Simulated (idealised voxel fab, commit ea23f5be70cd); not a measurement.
Process module under the name voxel wiring stack
For reference, the cross-section in this document is cut, with width 160 nm and square cells of 5 nm.
Each cross-section below is a grid of square cells, stated as bands in top-down order, with one or more rows of cells making up each band.
Quick guide to a band line: top height, bottom height (nm) up front; then every material left to right with its width in nm. Only one material and it's marked "all across"? Then it fills the band edge to edge. And "blank" just means empty space.
A quick word on heights: they are counted from 0, and under that level the wafer as it came to us is one material throughout. The lowest band is different from the rest in having no bottom; it simply continues downward, written as in "0 nm and below".
It should be noted that a width expressed as "30..40" varies in equal increments from row to row of cells within the band, taking the value of the first number at the top row and that of the second number at the bottom row.
What does "remained unchanged" mean for a step? It means no cell of the cross-section changed in that step.
Reported under the label "Closed void catalog" are the empty spaces having no open way to the top and comprising 8 cells or more; the notation for each is width x height at distance, in which the distance is measured from the left edge and all three values are in nm.
Formally, on a step line, whatever follows the settings is a remark that the simulator itself makes on the step.
Each step line may optionally specify "overlay nm", which for a step with a mask gives the rightward distance between the mask's planned place and where it lay, a negative value indicating the leftward direction.
THE PROCESS STEPS THAT WERE PLANNED ARE LISTED BELOW
1 op RECEIVE | material Si
2 op CONFORMAL_DEP | material SiO2 | thk nm 15
3 op DIRECTIONAL_DEP | material TiN | thk nm 5
4 op DIRECTIONAL_DEP | material W | thk nm 20
5 op MASKED_ETCH | tone cover | mask id METAL_1 | width nm 20 | pitch nm 50 | etch materials W | depth nm 20 | overlay nm 0
6 op MASKED_ETCH | tone cover | mask id METAL_1 | width nm 20 | pitch nm 50 | etch materials TiN | depth nm 5 | overlay nm 0
7 op FILL_DEP | material SiO2 | thk nm 10
8 op CMP | height nm 40
9 op CONFORMAL_DEP | material SiCN | thk nm 5
10 op DIRECTIONAL_DEP | material SiO2 | thk nm 20
11 op DIRECTIONAL_DEP | material aC | thk nm 15
12 op PATTERN | tone open | mask id PLUG_1 | material resist | width nm 15 | pitch nm 50 | thk nm 35 | overlay nm 0
13 op DIRECTIONAL_ETCH | etch materials aC | depth nm 15
14 op STRIP | etch materials resist
15 op DIRECTIONAL_ETCH | etch materials SiO2 | depth nm 20
16 op DIRECTIONAL_ETCH | etch materials SiCN | depth nm 5
17 op STRIP | etch materials aC
18 op EPI | material Ru | thk nm 10
19 op EPI | material Ru | thk nm 10
20 op EPI | material Ru | thk nm 5
21 op DIRECTIONAL_DEP | material TiN | thk nm 5
22 op DIRECTIONAL_DEP | material Ru | thk nm 25
23 op PATTERN | tone cover | mask id METAL_2 | material resist | width nm 20 | pitch nm 50 | thk nm 15 | overlay nm 0
24 op DIRECTIONAL_ETCH | etch materials Ru | depth nm 25
25 op DIRECTIONAL_ETCH | etch materials TiN | depth nm 5
26 op STRIP | etch materials resist
27 op FILL_DEP | material SiO2 | thk nm 10
28 op CMP | height nm 95
29 op CONFORMAL_DEP | material SiCN | thk nm 5
AS RECEIVED, AFTER STEP 1
    0 nm and below = Si all across
    Closed void catalog: none
AS-PLANNED RUN: CROSS-SECTION OF THE FIRST OF TWO WAFERS AT END OF MODULE
    100 nm to 95 nm = SiCN all across
    95 nm to 70 nm = SiO2=20 / Ru=20 / SiO2=30 / Ru=20 / SiO2=30 / Ru=20 / SiO2=20
    70 nm to 65 nm = SiO2=20 / TiN=20 / SiO2=30 / TiN=20 / SiO2=30 / TiN=20 / SiO2=20
    65 nm to 45 nm = SiO2=20 / Ru=15 / SiO2=35 / Ru=15 / SiO2=35 / Ru=15 / SiO2=25
    45 nm to 40 nm = SiCN=20 / Ru=15 / SiCN=35 / Ru=15 / SiCN=35 / Ru=15 / SiCN=25
    40 nm to 20 nm = SiO2=20 / W=20 / SiO2=30 / W=20 / SiO2=30 / W=20 / SiO2=20
    20 nm to 15 nm = SiO2=20 / TiN=20 / SiO2=30 / TiN=20 / SiO2=30 / TiN=20 / SiO2=20
    15 nm to 0 nm = SiO2 all across
    0 nm and below = Si all across
    Closed void catalog: none
SECOND WAFER CROSS-SECTION AT END OF MODULE - SHARED START AND PLAN WITH THE FIRST, ONE MISTAKE IN THE RUN
    100 nm to 95 nm = SiCN all across
    95 nm to 70 nm = SiO2=35 / Ru=5 / SiO2=45 / Ru=5 / SiO2=45 / Ru=5 / SiO2=20
    70 nm to 65 nm = SiO2=20 / Ru=15 / TiN=5 / SiO2=30 / Ru=15 / TiN=5 / SiO2=30 / Ru=15 / TiN=5 / SiO2=20
    65 nm to 45 nm = SiO2=20 / Ru=15 / SiO2=35 / Ru=15 / SiO2=35 / Ru=15 / SiO2=25
    45 nm to 40 nm = SiCN=20 / TiN=15 / SiCN=35 / TiN=15 / SiCN=35 / TiN=15 / SiCN=25
    40 nm to 20 nm = W=20 / SiO2=20 / W=30 / SiO2=20 / W=30 / SiO2=20 / W=20
    20 nm to 15 nm = TiN all across
    15 nm to 0 nm = SiO2 all across
    0 nm and below = Si all across
    Closed void catalog: none
Processing error: step 5, actual vs plan mismatch, actual run op MASKED_ETCH | tone open | mask id METAL_1 | width nm 20 | pitch nm 50 | etch materials W | depth nm 20 | overlay nm 0
Final difference in cells, second wafer against first, listed per material as more or fewer: 45 fewer of Ru | 7 fewer of SiO2 | 20 more of TiN | 32 more of W
